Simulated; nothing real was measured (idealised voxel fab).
Process module heading - voxel plated lines
Pictured: cross-section cut, 260 nm wide, on a grid of 5 nm square cells.
When this document writes out a cross-section, it uses a grid of square cells and lists it as bands, beginning at the top and moving down, with a band standing for one or more rows of cells. Heads up on the band format: heights come first, top then bottom, in nm. After that it's the materials left to right, each with its width in nm. A single material flagged "throughout" fills the whole band edge to edge, and "empty" means there's empty space there. Beneath 0, the wafer as received is one material, and that level is where height counting begins. The lowest band goes on downward without a bottom; it is written like "top 0, no bottom". With a width like "30 to 40", each row of cells in the band differs from the next by the same amount, the top row carrying the first number and the bottom row the second. Reading "no change occurred" for a step: not a cell of the cross-section changed in it. Entry "Cavities, closed" = empty spaces >= 8 cells with no open way to the top; each as width x height at distance, distance from left edge, all nm. On a step's line, text after the settings is the simulator commenting on that step. Each step line may optionally specify "overlay nm", which for a step with a mask gives the rightward distance between the mask's planned place and where it lay, a negative value indicating the leftward direction.
The steps planned for the process are as follows
1) RECEIVE: material Si
2) CONFORMAL_DEP: material SiO2, thk nm 10
3) DIRECTIONAL_DEP: material TiN, thk nm 5
4) PATTERN: tone open, mask id LINES, material resist, width nm 20, pitch nm 35, thk nm 35, overlay nm 0
5) EPI: material Ru, thk nm 10
6) EPI: material Ru, thk nm 5
7) EPI: material Ru, thk nm 5
8) STRIP: etch materials resist
9) DIRECTIONAL_ETCH: etch materials TiN, depth nm 5
10) CONFORMAL_DEP: material SiN, thk nm 5
As received (post step 1): cross-section
> top 0, no bottom  Si throughout
> Cavities, closed: none
End-of-module XS, first of two wafers, run as planned
> top 40, bottom 35  80 of empty  30 of SiN  5 of empty  30 of SiN  5 of empty  30 of SiN  80 of empty
> top 35, bottom 15  80 of empty  5 of SiN  20 of Ru  5 of SiN  5 of empty  5 of SiN  20 of Ru  5 of SiN  5 of empty  5 of SiN  20 of Ru  5 of SiN  80 of empty
> top 15, bottom 10  85 of SiN  20 of TiN  15 of SiN  20 of TiN  15 of SiN  20 of TiN  85 of SiN
> top 10, bottom 0  SiO2 throughout
> top 0, no bottom  Si throughout
> Cavities, closed: none
Second wafer through the module, sectioned at the end: same beginning and same plan as the first wafer, with one mistake in carrying it out
> top 40, bottom 35  90 of SiN  10 of empty  25 of SiN  10 of empty  25 of SiN  10 of empty  90 of SiN
> top 35, bottom 15  85 of Ru  5 of SiN  10 of empty  5 of SiN  15 of Ru  5 of SiN  10 of empty  5 of SiN  15 of Ru  5 of SiN  10 of empty  5 of SiN  85 of Ru
> top 15, bottom 10  85 of TiN  20 of SiN  15 of TiN  20 of SiN  15 of TiN  20 of SiN  85 of TiN
> top 10, bottom 0  SiO2 throughout
> top 0, no bottom  Si throughout
> Cavities, closed: none
Want to know what went wrong? step 4: run off-plan, actual operation and settings PATTERN: tone cover, mask id LINES, material resist, width nm 20, pitch nm 35, thk nm 35, overlay nm 0
It is noted that, at the conclusion of processing, the second wafer exhibits a higher or lower cell count for certain materials relative to the first: 112 more of Ru; 28 more of TiN
